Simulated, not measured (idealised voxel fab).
Title: Process Module voxel tone inversion
165 nm wide, 5 nm square cells: that's cross-section cut.
Cross-section, as written here: a square-cell grid given band by band from the top down, where a band holds one or more rows of cells. First you get the band's top height and its bottom height, in nm, and then the materials it's made of, left to right, with each width in nm. If you see a single material with "everywhere", that one covers the band edge to edge. "air" is empty space. Convention: height 0 is the level below which the wafer, as received, is all one material. The lowest band does not terminate at the bottom but continues downward, represented as "z 0 and below". A width such as "30->40" changes by the same amount from each row of cells to the next, from the band's top row to its bottom row. What does "everything unchanged" mean for a step? It means no cell of the cross-section changed in that step. "Closed void list" - sealed voids, min. 8 cells, no opening to top; format: width x height at distance (distance from left edge; nm throughout). It should be noted that, on the line of a given step, the content following the step's settings is a remark produced by the simulator itself with respect to that step. overlay nm, on a step with a mask: how far to the right of its planned place the mask lay; to the left if negative.
# plan
1) op RECEIVE | material Si
2) op CONFORMAL_DEP | material SiN | thk nm 5
3) op DIRECTIONAL_DEP | material aC | thk nm 20
4) op PATTERN | tone cover | mask id POSTS | material resist | width nm 15 | pitch nm 30 | thk nm 30 | overlay nm 0
5) op DIRECTIONAL_ETCH | etch materials aC | depth nm 20
6) op STRIP | etch materials resist
7) op FILL_DEP | material lowk | thk nm 5
8) op CMP | height nm 25
9) op STRIP | etch materials aC
Every wafer here starts from the same state; it is the step 2 thk nm that distinguishes them, and the value the plan gives belongs to the first wafer.
# The first of several wafers as received, shown in cross-section; this is its state after step 1
- z 0 and below | Si everywhere
- Closed void list: none
# Cross-section of the first of several wafers, taken after step 9, where the module ends
- z 25 to 5 | lowk: 30 | air: 15 | lowk: 15 | air: 15 | lowk: 15 | air: 15 | lowk: 15 | air: 15 | lowk: 30
- z 5 to 0 | SiN everywhere
- z 0 and below | Si everywhere
- Closed void list: none
# A cross-section through the last wafer at the close of the module
- z 25 to 20 | lowk: 30 | air: 15 | lowk: 15 | air: 15 | lowk: 15 | air: 15 | lowk: 15 | air: 15 | lowk: 30
- z 20 to 0 | SiN everywhere
- z 0 and below | Si everywhere
- Closed void list: none
# What follows is a table in which each wafer occupies a row; for the wafer as it stands at the close of the module, the row states, material by material, how many cells have been gained (+) or lost (-) since receipt, and then gives its closed voids
thk nm 5; +33 SiN; +84 lowk; Closed void list: none
thk nm 10; +66 SiN; +63 lowk; Closed void list: none
thk nm 15; +99 SiN; +42 lowk; Closed void list: none
thk nm 20; +132 SiN; +21 lowk; Closed void list: none
